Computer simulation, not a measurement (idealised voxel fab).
The name of this process module is voxel capacitor over wiring.
The cross-section shown here is cut; it is 290 nm wide and divided into square cells measuring 5 nm on a side.
This document writes a cross-section as a grid whose cells are square, and gives it as bands, listed from the top down; one or more rows of cells form a band.
It is stipulated that each band's entry specify, in nanometres, the height of the top of the band and then that of its bottom, followed by the materials of the band in left-to-right sequence, each together with its width in nanometres. A single material marked by the word "everywhere" is understood to fill the band from edge to edge; the word "air" is understood to denote empty space.
Zero point of the height axis is 0; under it, received wafer = one material. Lowest band: continues down indefinitely, "0 down".
The expression "30->40" gives the width at the extremes of the band, the first number at its top row of cells and the second at its bottom row, with the width changing by equal amounts from each row to the next in between.
Where the words "no modifications" appear for a step, the cross-section shows no cell changed by that step; every cell remained as before.
"Voids, enclosed" means: voids of 8 cells or more that are shut off from the top with no open way through. Written width x height at distance, distance from the left edge, in nm.
It should be noted that, on the line of a given step, the content following the step's settings is a remark produced by the simulator itself with respect to that step.
A step line may carry the setting "overlay nm", which, for steps involving a mask, states the distance by which the mask lay to the right of its intended position; negative values denote displacement to the left.

**Planned process steps**
- 1: op RECEIVE | material Si
- 2: op CONFORMAL_DEP | material SiO2 | thk nm 15
- 3: op CONFORMAL_DEP | material SiN | thk nm 5
- 4: op DIRECTIONAL_DEP | material SiO2 | thk nm 25
- 5: op PATTERN | tone open | mask id METAL_1 | material resist | width nm 30 | pitch nm 100 | thk nm 20 | overlay nm 0
- 6: op DIRECTIONAL_ETCH | etch materials SiO2 | depth nm 25
- 7: op DIRECTIONAL_ETCH | etch materials SiN | depth nm 5
- 8: op STRIP | etch materials resist
- 9: op CONFORMAL_DEP | material TiN | thk nm 5
- 10: op FILL_DEP | material Cu | thk nm 10
- 11: op CMP | height nm 45
- 12: op CONFORMAL_DEP | material SiCN | thk nm 5
- 13: op DIRECTIONAL_DEP | material SiO2 | thk nm 15
- 14: op MASKED_ETCH | tone open | mask id PLUG_1 | width nm 15 | etch materials SiO2 | depth nm 15 | overlay nm 0
- 15: op MASKED_ETCH | tone open | mask id PLUG_1 | width nm 15 | etch materials SiCN | depth nm 5 | overlay nm 0
- 16: op CONFORMAL_DEP | material TiN | thk nm 5
- 17: op FILL_DEP | material Cu | thk nm 10
- 18: op CMP | height nm 65
- 19: op DIRECTIONAL_DEP | material TiN | thk nm 10
- 20: op DIRECTIONAL_DEP | material Al2O3 | thk nm 5
- 21: op DIRECTIONAL_DEP | material TiN | thk nm 10
- 22: op MASKED_ETCH | tone cover | mask id UPPER_PLATE | width nm 75 | etch materials TiN | depth nm 10 | overlay nm 0
- 23: op MASKED_ETCH | tone cover | mask id UPPER_PLATE | width nm 75 | etch materials Al2O3 | depth nm 5 | overlay nm 0
- 24: op MASKED_ETCH | tone cover | mask id LOWER_PLATE | width nm 85 | etch materials TiN | depth nm 10 | overlay nm 0
- 25: op FILL_DEP | material SiO2 | thk nm 20
- 26: op CMP | height nm 105
- 27: op PATTERN | tone open | mask id PLUG_2 | material resist | width nm 15 | thk nm 20 | overlay nm 0
- 28: op DIRECTIONAL_ETCH | etch materials SiO2 | depth nm 15
- 29: op STRIP | etch materials resist
- 30: op CONFORMAL_DEP | material TiN | thk nm 5
- 31: op FILL_DEP | material W | thk nm 5
- 32: op CMP | height nm 105
- 33: op CONFORMAL_DEP | material SiCN | thk nm 5

**Of two wafers, the first: run according to plan**

**This is the cross-section of the wafer as we received it, i.e. after step 1**
	0 down | Si everywhere
	Voids, enclosed: none

**After step 2: wafer cross-section**
	15 to 0 | SiO2 everywhere
	Below 0 it's all the same as before, nothing changed down there.

**After step 3: wafer cross-section**
	20 to 15 | SiN everywhere
	Below 15 it's all the same as before, nothing changed down there.

**After step 4: wafer cross-section**
	45 to 20 | SiO2 everywhere
	Below 20 it's all the same as before, nothing changed down there.

**After step 5: wafer cross-section**
	65 to 45 | resist (80) | air (30) | resist (70) | air (30) | resist (80)
	Below 45 it's all the same as before, nothing changed down there.

**After step 6: wafer cross-section**
	65 to 45 | resist (80) | air (30) | resist (70) | air (30) | resist (80)
	45 to 20 | SiO2 (80) | air (30) | SiO2 (70) | air (30) | SiO2 (80)
	Below 20 it's all the same as before, nothing changed down there.

**After step 7: wafer cross-section**
	65 to 45 | resist (80) | air (30) | resist (70) | air (30) | resist (80)
	45 to 20 | SiO2 (80) | air (30) | SiO2 (70) | air (30) | SiO2 (80)
	20 to 15 | SiN (80) | air (30) | SiN (70) | air (30) | SiN (80)
	Below 15 it's all the same as before, nothing changed down there.

**After step 8: wafer cross-section**
	45 to 20 | SiO2 (80) | air (30) | SiO2 (70) | air (30) | SiO2 (80)
	Below 20 it's all the same as before, nothing changed down there.

**After step 9: wafer cross-section**
	50 to 45 | TiN (85) | air (20) | TiN (80) | air (20) | TiN (85)
	45 to 20 | SiO2 (80) | TiN (5) | air (20) | TiN (5) | SiO2 (70) | TiN (5) | air (20) | TiN (5) | SiO2 (80)
	20 to 15 | SiN (80) | TiN (30) | SiN (70) | TiN (30) | SiN (80)
	Below 15 it's all the same as before, nothing changed down there.

**After step 10: wafer cross-section**
	60 to 50 | Cu everywhere
	50 to 45 | TiN (85) | Cu (20) | TiN (80) | Cu (20) | TiN (85)
	45 to 20 | SiO2 (80) | TiN (5) | Cu (20) | TiN (5) | SiO2 (70) | TiN (5) | Cu (20) | TiN (5) | SiO2 (80)
	Below 20 it's all the same as before, nothing changed down there.

**After step 11: wafer cross-section**
	45 to 20 | SiO2 (80) | TiN (5) | Cu (20) | TiN (5) | SiO2 (70) | TiN (5) | Cu (20) | TiN (5) | SiO2 (80)
	Below 20 it's all the same as before, nothing changed down there.

**After step 12: wafer cross-section**
	50 to 45 | SiCN everywhere
	Below 45 it's all the same as before, nothing changed down there.

**After step 13: wafer cross-section**
	65 to 50 | SiO2 everywhere
	Below 50 it's all the same as before, nothing changed down there.

**After step 14: wafer cross-section**
	65 to 50 | SiO2 (95) | air (15) | SiO2 (180)
	Below 50 it's all the same as before, nothing changed down there.

**After step 15: wafer cross-section**
	65 to 50 | SiO2 (95) | air (15) | SiO2 (180)
	50 to 45 | SiCN (95) | air (15) | SiCN (180)
	Below 45 it's all the same as before, nothing changed down there.

**After step 16: wafer cross-section**
	70 to 65 | TiN (100) | air (5) | TiN (185)
	65 to 50 | SiO2 (95) | TiN (5) | air (5) | TiN (5) | SiO2 (180)
	50 to 45 | SiCN (95) | TiN (15) | SiCN (180)
	Below 45 it's all the same as before, nothing changed down there.

**After step 17: wafer cross-section**
	80 to 70 | Cu everywhere
	70 to 65 | TiN (100) | Cu (5) | TiN (185)
	65 to 50 | SiO2 (95) | TiN (5) | Cu (5) | TiN (5) | SiO2 (180)
	Below 50 it's all the same as before, nothing changed down there.

**After step 18: wafer cross-section**
	65 to 50 | SiO2 (95) | TiN (5) | Cu (5) | TiN (5) | SiO2 (180)
	Below 50 it's all the same as before, nothing changed down there.

**After step 19: wafer cross-section**
	75 to 65 | TiN everywhere
	Below 65 it's all the same as before, nothing changed down there.

**After step 20: wafer cross-section**
	80 to 75 | Al2O3 everywhere
	Below 75 it's all the same as before, nothing changed down there.

**After step 21: wafer cross-section**
	90 to 80 | TiN everywhere
	Below 80 it's all the same as before, nothing changed down there.

**After step 22: wafer cross-section**
	90 to 80 | air (95) | TiN (75) | air (120)
	Below 80 it's all the same as before, nothing changed down there.

**After step 23: wafer cross-section**
	90 to 80 | air (95) | TiN (75) | air (120)
	80 to 75 | air (95) | Al2O3 (75) | air (120)
	Below 75 it's all the same as before, nothing changed down there.

**After step 24: wafer cross-section**
	90 to 80 | air (95) | TiN (75) | air (120)
	80 to 75 | air (95) | Al2O3 (75) | air (120)
	75 to 65 | air (90) | TiN (85) | air (115)
	Below 65 it's all the same as before, nothing changed down there.

**After step 25: wafer cross-section**
	110 to 90 | SiO2 everywhere
	90 to 80 | SiO2 (95) | TiN (75) | SiO2 (120)
	80 to 75 | SiO2 (95) | Al2O3 (75) | SiO2 (120)
	75 to 65 | SiO2 (90) | TiN (85) | SiO2 (115)
	Below 65 it's all the same as before, nothing changed down there.

**After step 26: wafer cross-section**
	105 to 90 | SiO2 everywhere
	Below 90 it's all the same as before, nothing changed down there.

**After step 27: wafer cross-section**
	125 to 105 | resist (105) | air (15) | resist (170)
	Below 105 it's all the same as before, nothing changed down there.

**After step 28: wafer cross-section**
	125 to 105 | resist (105) | air (15) | resist (170)
	105 to 90 | SiO2 (105) | air (15) | SiO2 (170)
	Below 90 it's all the same as before, nothing changed down there.

**After step 29: wafer cross-section**
	105 to 90 | SiO2 (105) | air (15) | SiO2 (170)
	Below 90 it's all the same as before, nothing changed down there.

**After step 30: wafer cross-section**
	110 to 105 | TiN (110) | air (5) | TiN (175)
	105 to 95 | SiO2 (105) | TiN (5) | air (5) | TiN (5) | SiO2 (170)
	95 to 90 | SiO2 (105) | TiN (15) | SiO2 (170)
	Below 90 it's all the same as before, nothing changed down there.

**After step 31: wafer cross-section**
	115 to 110 | W everywhere
	110 to 105 | TiN (110) | W (5) | TiN (175)
	105 to 95 | SiO2 (105) | TiN (5) | W (5) | TiN (5) | SiO2 (170)
	Below 95 it's all the same as before, nothing changed down there.

**After step 32: wafer cross-section**
	105 to 95 | SiO2 (105) | TiN (5) | W (5) | TiN (5) | SiO2 (170)
	Below 95 it's all the same as before, nothing changed down there.

**After step 33: wafer cross-section**
	110 to 105 | SiCN everywhere
	Below 105 it's all the same as before, nothing changed down there.

**The second wafer began exactly as the first did and followed the same plan, but one mistake was made while running it; through step 13 inclusive, the two wafers are identical**

**Look at the second wafer in cross-section at the time step 14 ought to have finished**
	65 to 50 | SiO2 (90) | air (25) | SiO2 (175)
	Below 50 it's all the same as before, nothing changed down there.

**Look at the second wafer in cross-section at the time step 15 ought to have finished**
	65 to 50 | SiO2 (90) | air (25) | SiO2 (175)
	50 to 45 | SiCN (95) | air (15) | SiCN (180)
	Below 45 it's all the same as before, nothing changed down there.

**Look at the second wafer in cross-section at the time step 16 ought to have finished**
	70 to 65 | TiN (95) | air (15) | TiN (180)
	65 to 55 | SiO2 (90) | TiN (5) | air (15) | TiN (5) | SiO2 (175)
	55 to 50 | SiO2 (90) | TiN (10) | air (5) | TiN (10) | SiO2 (175)
	50 to 45 | SiCN (95) | TiN (15) | SiCN (180)
	Below 45 it's all the same as before, nothing changed down there.

**Look at the second wafer in cross-section at the time step 17 ought to have finished**
	80 to 70 | Cu everywhere
	70 to 65 | TiN (95) | Cu (15) | TiN (180)
	65 to 55 | SiO2 (90) | TiN (5) | Cu (15) | TiN (5) | SiO2 (175)
	55 to 50 | SiO2 (90) | TiN (10) | Cu (5) | TiN (10) | SiO2 (175)
	Below 50 it's all the same as before, nothing changed down there.

**Look at the second wafer in cross-section at the time step 18 ought to have finished**
	65 to 55 | SiO2 (90) | TiN (5) | Cu (15) | TiN (5) | SiO2 (175)
	Below 55 it's all the same as before, nothing changed down there.

**Look at the second wafer in cross-section at the time step 19 ought to have finished**
	75 to 65 | TiN everywhere
	Below 65 it's all the same as before, nothing changed down there.

**Look at the second wafer in cross-section at the time step 20 ought to have finished**
	80 to 75 | Al2O3 everywhere
	Below 75 it's all the same as before, nothing changed down there.

**Look at the second wafer in cross-section at the time step 21 ought to have finished**
	90 to 80 | TiN everywhere
	Below 80 it's all the same as before, nothing changed down there.

**Look at the second wafer in cross-section at the time step 22 ought to have finished**
	90 to 80 | air (95) | TiN (75) | air (120)
	Below 80 it's all the same as before, nothing changed down there.

**Look at the second wafer in cross-section at the time step 23 ought to have finished**
	90 to 80 | air (95) | TiN (75) | air (120)
	80 to 75 | air (95) | Al2O3 (75) | air (120)
	Below 75 it's all the same as before, nothing changed down there.

**Look at the second wafer in cross-section at the time step 24 ought to have finished**
	90 to 80 | air (95) | TiN (75) | air (120)
	80 to 75 | air (95) | Al2O3 (75) | air (120)
	75 to 65 | air (90) | TiN (85) | air (115)
	Below 65 it's all the same as before, nothing changed down there.

**Look at the second wafer in cross-section at the time step 25 ought to have finished**
	110 to 90 | SiO2 everywhere
	90 to 80 | SiO2 (95) | TiN (75) | SiO2 (120)
	80 to 75 | SiO2 (95) | Al2O3 (75) | SiO2 (120)
	75 to 65 | SiO2 (90) | TiN (85) | SiO2 (115)
	Below 65 it's all the same as before, nothing changed down there.

**Look at the second wafer in cross-section at the time step 26 ought to have finished**
	105 to 90 | SiO2 everywhere
	Below 90 it's all the same as before, nothing changed down there.

**Look at the second wafer in cross-section at the time step 27 ought to have finished**
	125 to 105 | resist (105) | air (15) | resist (170)
	Below 105 it's all the same as before, nothing changed down there.

**Look at the second wafer in cross-section at the time step 28 ought to have finished**
	125 to 105 | resist (105) | air (15) | resist (170)
	105 to 90 | SiO2 (105) | air (15) | SiO2 (170)
	Below 90 it's all the same as before, nothing changed down there.

**Look at the second wafer in cross-section at the time step 29 ought to have finished**
	105 to 90 | SiO2 (105) | air (15) | SiO2 (170)
	Below 90 it's all the same as before, nothing changed down there.

**Look at the second wafer in cross-section at the time step 30 ought to have finished**
	110 to 105 | TiN (110) | air (5) | TiN (175)
	105 to 95 | SiO2 (105) | TiN (5) | air (5) | TiN (5) | SiO2 (170)
	95 to 90 | SiO2 (105) | TiN (15) | SiO2 (170)
	Below 90 it's all the same as before, nothing changed down there.

**Look at the second wafer in cross-section at the time step 31 ought to have finished**
	115 to 110 | W everywhere
	110 to 105 | TiN (110) | W (5) | TiN (175)
	105 to 95 | SiO2 (105) | TiN (5) | W (5) | TiN (5) | SiO2 (170)
	Below 95 it's all the same as before, nothing changed down there.

**Look at the second wafer in cross-section at the time step 32 ought to have finished**
	105 to 95 | SiO2 (105) | TiN (5) | W (5) | TiN (5) | SiO2 (170)
	Below 95 it's all the same as before, nothing changed down there.

**Look at the second wafer in cross-section at the time step 33 ought to have finished**
	110 to 105 | SiCN everywhere
	Below 105 it's all the same as before, nothing changed down there.
It is concluded that the wafer was processed incorrectly with respect to the plan, in that step 14 was not run as planned; what actually ran was op MASKED_ETCH | tone open | mask id PLUG_1 | width nm 25 | etch materials SiO2 | depth nm 15 | overlay nm 0
Once processing is complete, comparing cell counts shows that the second wafer has more or fewer of certain materials than the first: 4 more of Cu | 6 fewer of SiO2 | 2 more of TiN
